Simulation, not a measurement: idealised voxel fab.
Process module heading - voxel capacitor over wiring
The cross-section on display is named cut; it measures 260 nm wide, and its cells are 5 nm squares.
In this document a cross-section is written as a grid of square cells. It is given as a series of bands, listed from the top down, and a band is one or more rows of cells.
What a band's entry tells you: where the top is and where the bottom is, as heights in nm, and after that what lies inside, material by material from left to right, each with its width in nm. Empty space is written as the word "empty", and a single material marked with the word "throughout" occupies the band from edge to edge.
For the purposes of this specification, 0 denotes the height below which the wafer in its as-received condition is composed wholly of one material, and the lowermost band, lacking a lower limit, extends downward without end, as expressed in "z 0 and below".
It should be noted that a width expressed as "30->40" varies in equal increments from row to row of cells within the band, taking the value of the first number at the top row and that of the second number at the bottom row.
Given "no alterations made" for a step, no cell of the cross-section differs between before and after that step.
Any empty space of 8 cells or more lacking an open way to the top shows up in "Voids lacking openings" as width x height at distance, distance from the left edge, in nm.
Formally, on a step line, whatever follows the settings is a remark that the simulator itself makes on the step.
Regarding "overlay nm": on a step with a mask, it is the distance the mask lay to the right of its planned place; a negative value places it to the left.

plan:
1. RECEIVE with material Si
2. CONFORMAL_DEP with material SiO2, thk nm 10
3. CONFORMAL_DEP with material SiN, thk nm 5
4. DIRECTIONAL_DEP with material lowk, thk nm 25
5. DIRECTIONAL_DEP with material aC, thk nm 15
6. PATTERN with tone open, mask id METAL_1, material resist, width nm 20, pitch nm 80, thk nm 30, overlay nm 0
7. DIRECTIONAL_ETCH with etch materials aC, depth nm 15
8. STRIP with etch materials resist
9. DIRECTIONAL_ETCH with etch materials lowk, depth nm 25
10. DIRECTIONAL_ETCH with etch materials SiN, depth nm 5
11. STRIP with etch materials aC
12. CONFORMAL_DEP with material TiN, thk nm 5
13. FILL_DEP with material Cu, thk nm 5
14. CMP with height nm 40
15. CONFORMAL_DEP with material SiCN, thk nm 5
16. DIRECTIONAL_DEP with material SiO2, thk nm 20
17. PATTERN with tone open, mask id PLUG_1, material resist, width nm 15, thk nm 20, overlay nm 0
18. DIRECTIONAL_ETCH with etch materials SiO2, depth nm 20
19. DIRECTIONAL_ETCH with etch materials SiCN, depth nm 5
20. STRIP with etch materials resist
21. EPI with material Ru, thk nm 10
22. EPI with material Ru, thk nm 10
23. EPI with material Ru, thk nm 5
24. DIRECTIONAL_DEP with material TiN, thk nm 5
25. DIRECTIONAL_DEP with material Al2O3, thk nm 5
26. DIRECTIONAL_DEP with material TiN, thk nm 5
27. PATTERN with tone cover, mask id UPPER_PLATE, material resist, width nm 65, thk nm 20, overlay nm 0
28. DIRECTIONAL_ETCH with etch materials TiN, depth nm 5
29. DIRECTIONAL_ETCH with etch materials Al2O3, depth nm 5
30. STRIP with etch materials resist
31. DIRECTIONAL_DEP with material aC, thk nm 10
32. PATTERN with tone cover, mask id LOWER_PLATE, material resist, width nm 75, thk nm 25, overlay nm 0
33. DIRECTIONAL_ETCH with etch materials aC, depth nm 10
34. STRIP with etch materials resist
35. DIRECTIONAL_ETCH with etch materials TiN, depth nm 5
36. STRIP with etch materials aC
37. FILL_DEP with material SiO2, thk nm 20
38. CMP with height nm 95
39. DIRECTIONAL_DEP with material aC, thk nm 15
40. PATTERN with tone open, mask id PLUG_2, material resist, width nm 15, thk nm 30, overlay nm 0
41. DIRECTIONAL_ETCH with etch materials aC, depth nm 15
42. STRIP with etch materials resist
43. DIRECTIONAL_ETCH with etch materials SiO2, depth nm 15
44. STRIP with etch materials aC
45. CONFORMAL_DEP with material TiN, thk nm 5
46. FILL_DEP with material Cu, thk nm 10
47. CMP with height nm 95
48. CONFORMAL_DEP with material SiN, thk nm 5

Wafer cross-section on receipt, i.e. after step 1:
> z 0 and below: Si throughout
> Voids lacking openings: none

Module complete - cross-section of the first of two wafers, run according to plan:
> z 100 to 95: SiN throughout
> z 95 to 85: SiO2 95 nm | TiN 5 nm | Cu 5 nm | TiN 5 nm | SiO2 150 nm
> z 85 to 75: SiO2 95->85 nm | TiN 15->65 nm | SiO2 150->110 nm
> z 75 to 70: SiO2 85 nm | Al2O3 65 nm | SiO2 110 nm
> z 70 to 65: SiO2 80 nm | TiN 75 nm | SiO2 105 nm
> z 65 to 45: SiO2 85 nm | Ru 15 nm | SiO2 160 nm
> z 45 to 40: SiCN 85 nm | Ru 15 nm | SiCN 160 nm
> z 40 to 15: lowk 80 nm | TiN 5 nm | Cu 10 nm | TiN 5 nm | lowk 60 nm | TiN 5 nm | Cu 10 nm | TiN 5 nm | lowk 80 nm
> z 15 to 10: SiN 80 nm | TiN 20 nm | SiN 60 nm | TiN 20 nm | SiN 80 nm
> z 10 to 0: SiO2 throughout
> z 0 and below: Si throughout
> Voids lacking openings: none

Wafer two, end of module, cross-section. Same start, same plan as wafer one. One mistake in the run:
> z 100 to 95: SiN throughout
> z 95 to 85: SiO2 95 nm | TiN 5 nm | Cu 5 nm | TiN 5 nm | SiO2 150 nm
> z 85 to 80: SiO2 95 nm | TiN 15 nm | SiO2 150 nm
> z 80 to 75: SiO2 throughout
> z 75 to 70: SiO2 85 nm | Al2O3 65 nm | SiO2 110 nm
> z 70 to 65: TiN 80 nm | SiO2 5 nm | TiN 65 nm | SiO2 5 nm | TiN 105 nm
> z 65 to 45: SiO2 85 nm | Ru 15 nm | SiO2 160 nm
> z 45 to 40: SiCN 85 nm | Ru 15 nm | SiCN 160 nm
> z 40 to 15: lowk 80 nm | TiN 5 nm | Cu 10 nm | TiN 5 nm | lowk 60 nm | TiN 5 nm | Cu 10 nm | TiN 5 nm | lowk 80 nm
> z 15 to 10: SiN 80 nm | TiN 20 nm | SiN 60 nm | TiN 20 nm | SiN 80 nm
> z 10 to 0: SiO2 throughout
> z 0 and below: Si throughout
> Voids lacking openings: none
It is concluded that the wafer was processed incorrectly with respect to the plan, in that step 32 changed vs plan, executed as PATTERN with tone open, mask id LOWER_PLATE, material resist, width nm 75, thk nm 25, overlay nm 0
Looking at both finished wafers in cells, the second ends up ahead of or behind the first on some materials: 22 fewer of SiO2, 22 more of TiN
